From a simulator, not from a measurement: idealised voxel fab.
Module name: voxel capacitor over wiring (process module)
Section shown: cut. Width: 180 nm. Cell size: 5 nm, square.
Heads up, the way a cross-section reads in here is a grid of square cells, handed over as bands from the top down, with every band being one or more rows of cells.
Heads up on the band format: heights come first, top then bottom, in nm. After that it's the materials left to right, each with its width in nm. A single material flagged "all across" fills the whole band edge to edge, and "blank" means there's empty space there.
Heads up on the height convention: 0 is the point under which the incoming wafer is all one material, and the lowest band has no bottom, it just keeps going down, like "from 0 down".
When a width is written as two numbers, as in "30->40", the first number is the width in the top row of cells of the band and the second is the width in its bottom row, and the width changes by the same amount from each row to the next.
What does "no change occurred" mean for a step? It means no cell of the cross-section changed in that step.
Empty spaces counting at least 8 cells and having no open way to the top are listed in "Tabulated closed voids". The notation width x height at distance is used for each, the distance being from the left edge and all three values in nm.
On a step's line, text after the settings is the simulator commenting on that step.
overlay nm: how far to the right of its planned place the mask lay on this masked step (negative: to the left).

[Listed below are the process steps as planned]
1: RECEIVE with material Si
2: CONFORMAL_DEP with material SiO2, thk nm 10
3: CONFORMAL_DEP with material SiCN, thk nm 5
4: DIRECTIONAL_DEP with material lowk, thk nm 20
5: MASKED_ETCH with tone open, mask id METAL_1, width nm 25, pitch nm 95, etch materials lowk, depth nm 20, overlay nm 0
6: MASKED_ETCH with tone open, mask id METAL_1, width nm 25, pitch nm 95, etch materials SiCN, depth nm 5, overlay nm 0
7: CONFORMAL_DEP with material TiN, thk nm 5
8: FILL_DEP with material Cu, thk nm 5
9: CMP with height nm 25
10: CONFORMAL_DEP with material SiCN, thk nm 5
11: DIRECTIONAL_DEP with material SiO2, thk nm 20
12: MASKED_ETCH with tone open, mask id PLUG_1, width nm 15, etch materials SiO2, depth nm 20, overlay nm 0
13: MASKED_ETCH with tone open, mask id PLUG_1, width nm 15, etch materials SiCN, depth nm 5, overlay nm 0
14: CONFORMAL_DEP with material TiN, thk nm 5
15: FILL_DEP with material W, thk nm 10
16: CMP with height nm 60
17: DIRECTIONAL_DEP with material TiN, thk nm 10
18: DIRECTIONAL_DEP with material SiN, thk nm 5
19: DIRECTIONAL_DEP with material TiN, thk nm 5
20: DIRECTIONAL_DEP with material aC, thk nm 15
21: PATTERN with tone cover, mask id UPPER_PLATE, material resist, width nm 75, thk nm 30, overlay nm 0
22: DIRECTIONAL_ETCH with etch materials aC, depth nm 15
23: STRIP with etch materials resist
24: DIRECTIONAL_ETCH with etch materials TiN, depth nm 5
25: DIRECTIONAL_ETCH with etch materials SiN, depth nm 5
26: STRIP with etch materials aC
27: PATTERN with tone cover, mask id LOWER_PLATE, material resist, width nm 85, thk nm 15, overlay nm 0
28: DIRECTIONAL_ETCH with etch materials TiN, depth nm 10
29: STRIP with etch materials resist
30: FILL_DEP with material SiO2, thk nm 15
31: CMP with height nm 90
32: DIRECTIONAL_DEP with material aC, thk nm 15
33: PATTERN with tone open, mask id PLUG_2, material resist, width nm 15, thk nm 35, overlay nm 0
34: DIRECTIONAL_ETCH with etch materials aC, depth nm 15
35: STRIP with etch materials resist
36: DIRECTIONAL_ETCH with etch materials SiO2, depth nm 10
37: STRIP with etch materials aC
38: CONFORMAL_DEP with material TiN, thk nm 5
39: FILL_DEP with material W, thk nm 10
40: CMP with height nm 90
41: CONFORMAL_DEP with material SiCN, thk nm 5
For clarity, it should be stated that the wafers under discussion commence in an identical condition and differ with respect to the height nm of step 9, the plan indicating the value that the first wafer had.

[This is how the first of several wafers looked in cross-section when it arrived, which is after step 1]
  from 0 down  Si all across
  Tabulated closed voids: none

[End-of-module cross-section, first of several wafers, after last step 41]
  from 95 to 90  SiCN all across
  from 90 to 85  SiO2 50 nm | TiN 5 nm | W 5 nm | TiN 5 nm | SiO2 115 nm
  from 85 to 75  SiO2 50->40 nm | TiN 15->75 nm | SiO2 115->65 nm
  from 75 to 70  SiO2 40 nm | SiN 75 nm | SiO2 65 nm
  from 70 to 60  SiO2 35 nm | TiN 85 nm | SiO2 60 nm
  from 60 to 55  W all across
  from 55 to 50  TiN 45 nm | W 5 nm | TiN 130 nm
  from 50 to 30  SiO2 40 nm | TiN 5 nm | W 5 nm | TiN 5 nm | SiO2 125 nm
  from 30 to 25  SiCN 40 nm | TiN 15 nm | SiCN 125 nm
  from 25 to 15  lowk 30 nm | TiN 5 nm | Cu 15 nm | TiN 5 nm | lowk 70 nm | TiN 5 nm | Cu 15 nm | TiN 5 nm | lowk 30 nm
  from 15 to 10  SiCN 30 nm | TiN 25 nm | SiCN 70 nm | TiN 25 nm | SiCN 30 nm
  from 10 to 0  SiO2 all across
  from 0 down  Si all across
  Tabulated closed voids: none

[Final wafer of several, shown in cross-section at the end of the module]
  from 95 to 90  SiCN all across
  from 90 to 85  SiO2 50 nm | TiN 5 nm | W 5 nm | TiN 5 nm | SiO2 115 nm
  from 85 to 75  SiO2 50->40 nm | TiN 15->75 nm | SiO2 115->65 nm
  from 75 to 70  SiO2 40 nm | SiN 75 nm | SiO2 65 nm
  from 70 to 60  SiO2 35 nm | TiN 85 nm | SiO2 60 nm
  from 60 to 50  SiO2 40 nm | TiN 5 nm | W 5 nm | TiN 5 nm | SiO2 125 nm
  from 50 to 45  SiCN 40 nm | TiN 15 nm | SiCN 125 nm
  from 45 to 40  Cu all across
  from 40 to 35  TiN 35 nm | Cu 15 nm | TiN 80 nm | Cu 15 nm | TiN 35 nm
  from 35 to 15  lowk 30 nm | TiN 5 nm | Cu 15 nm | TiN 5 nm | lowk 70 nm | TiN 5 nm | Cu 15 nm | TiN 5 nm | lowk 30 nm
  from 15 to 10  SiCN 30 nm | TiN 25 nm | SiCN 70 nm | TiN 25 nm | SiCN 30 nm
  from 10 to 0  SiO2 all across
  from 0 down  Si all across
  Tabulated closed voids: none

[Here is how to read the rows: every wafer has a row, and it shows the wafer at the end of the module, giving for each material how many cells were gained (+) or lost (-) since the wafer was received, then listing its closed voids]
height nm 25; +12 Cu; +95 SiCN; +15 SiN; +350 SiO2; +118 TiN; +42 W; +52 lowk; Tabulated closed voids: none
height nm 30; +18 Cu; +95 SiCN; +15 SiN; +350 SiO2; +122 TiN; +6 W; +78 lowk; Tabulated closed voids: none
height nm 35; +24 Cu; +95 SiCN; +15 SiN; +350 SiO2; +91 TiN; +5 W; +104 lowk; Tabulated closed voids: none
height nm 40; +30 Cu; +95 SiCN; +15 SiN; +317 SiO2; +119 TiN; +4 W; +104 lowk; Tabulated closed voids: none
height nm 45; +66 Cu; +95 SiCN; +15 SiN; +284 SiO2; +117 TiN; +3 W; +104 lowk; Tabulated closed voids: none
